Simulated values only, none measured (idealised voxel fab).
process module | voxel wiring stack
cross-section cut | 270 nm wide | cells 5 nm
A cross-section is a grid of square cells, given in bands from the top down. A band is one or more rows of cells.
Each band's line starts with the height of the band's top and of its bottom, in nm. Then come its materials from left to right, each with its width in nm. One material with "throughout" fills the band from edge to edge. "air" is empty space.
Height 0 is the level under which the wafer as received is all one material. The lowest band goes on downwards, as in "0 down".
A width such as "30 to 40" changes by the same amount from each row of cells to the next, from the band's top row to its bottom row.
"no change" after a step means that no cell of the cross-section changed.
closed voids: empty space of 8 cells or more with no open way to the top, each as width x height at its distance from the left edge, in nm
after a step's settings: what the simulator itself notes on the step
overlay nm, on a step with a mask: how far to the right of its planned place the mask lay; to the left if negative
plan
1 op RECEIVE | material Si
2 op CONFORMAL_DEP | material SiO2 | thk nm 15
3 op CONFORMAL_DEP | material SiCN | thk nm 5
4 op DIRECTIONAL_DEP | material SiO2 | thk nm 25
5 op MASKED_ETCH | tone open | mask id METAL_1 | width nm 20 | pitch nm 40 | etch materials SiO2 | depth nm 25 | overlay nm 0
6 op MASKED_ETCH | tone open | mask id METAL_1 | width nm 20 | pitch nm 40 | etch materials SiCN | depth nm 5 | overlay nm 0
7 op CONFORMAL_DEP | material TiN | thk nm 5
8 op FILL_DEP | material Cu | thk nm 5
9 op CMP | height nm 45
10 op EPI | material Ru | thk nm 5
11 op FILL_DEP | material SiCN | thk nm 5
12 op DIRECTIONAL_DEP | material lowk | thk nm 10
13 op MASKED_ETCH | tone open | mask id PLUG_1 | width nm 15 | pitch nm 40 | etch materials lowk | depth nm 10 | overlay nm 0
14 op MASKED_ETCH | tone open | mask id PLUG_1 | width nm 15 | pitch nm 40 | etch materials SiCN | depth nm 5 | overlay nm 0
15 op CONFORMAL_DEP | material TiN | thk nm 5
16 op FILL_DEP | material W | thk nm 10
17 op CMP | height nm 65
18 op DIRECTIONAL_DEP | material TiN | thk nm 5
19 op DIRECTIONAL_DEP | material W | thk nm 25
20 op MASKED_ETCH | tone cover | mask id METAL_2 | width nm 20 | pitch nm 40 | etch materials W | depth nm 25 | overlay nm 0
21 op MASKED_ETCH | tone cover | mask id METAL_2 | width nm 20 | pitch nm 40 | etch materials TiN | depth nm 5 | overlay nm 0
22 op CONFORMAL_DEP | material SiCN | thk nm 5
23 op FILL_DEP | material lowk | thk nm 10
24 op CMP | height nm 95
25 op CONFORMAL_DEP | material SiCN | thk nm 5
as received, after step 1
  0 down: Si throughout
  closed voids: none
first wafer at the end, as planned
  100 to 95: SiCN throughout
  95 to 70: lowk 100 | SiCN 5 | W 20 | SiCN 5 | lowk 10 | SiCN 5 | W 20 | SiCN 5 | lowk 100
  70 to 65: SiCN 105 | TiN 20 | SiCN 20 | TiN 20 | SiCN 105
  65 to 55: lowk 105 | TiN 5 | W 5 | TiN 5 | lowk 25 | TiN 5 | W 5 | TiN 5 | lowk 110
  55 to 50: SiCN 105 | TiN 15 | SiCN 25 | TiN 15 | SiCN 110
  50 to 45: SiCN 100 | Ru 30 | SiCN 10 | Ru 30 | SiCN 100
  45 to 20: SiO2 105 | TiN 5 | Cu 10 | TiN 5 | SiO2 20 | TiN 5 | Cu 10 | TiN 5 | SiO2 105
  20 to 15: SiCN 105 | TiN 20 | SiCN 20 | TiN 20 | SiCN 105
  15 to 0: SiO2 throughout
  0 down: Si throughout
  closed voids: none
second wafer at the end: like start, like plan, one mistake
  100 to 95: SiCN throughout
  95 to 70: lowk 100 | SiCN 5 | W 20 | SiCN 5 | lowk 10 | SiCN 5 | W 20 | SiCN 5 | lowk 100
  70 to 65: SiCN 105 | TiN 20 | SiCN 20 | TiN 20 | SiCN 105
  65 to 55: lowk 105 | TiN 5 | W 5 | TiN 5 | lowk 25 | TiN 5 | W 5 | TiN 5 | lowk 110
  55 to 50: SiCN 105 | TiN 15 | SiCN 25 | TiN 15 | SiCN 110
  50 to 45: SiCN 100 | Ru 30 | SiCN 10 | Ru 30 | SiCN 100
  45 to 35: SiO2 105 | TiN 5 | Cu 10 | TiN 5 | SiO2 20 | TiN 5 | Cu 10 | TiN 5 | SiO2 105
  35 to 30: SiCN 105 | TiN 20 | SiCN 20 | TiN 20 | SiCN 105
  30 to 0: SiO2 throughout
  0 down: Si throughout
  closed voids: none
what went wrong: step 2 was run twice
at the end the second wafer has, in cells: 12 fewer of Cu | 24 more of SiO2 | 12 fewer of TiN
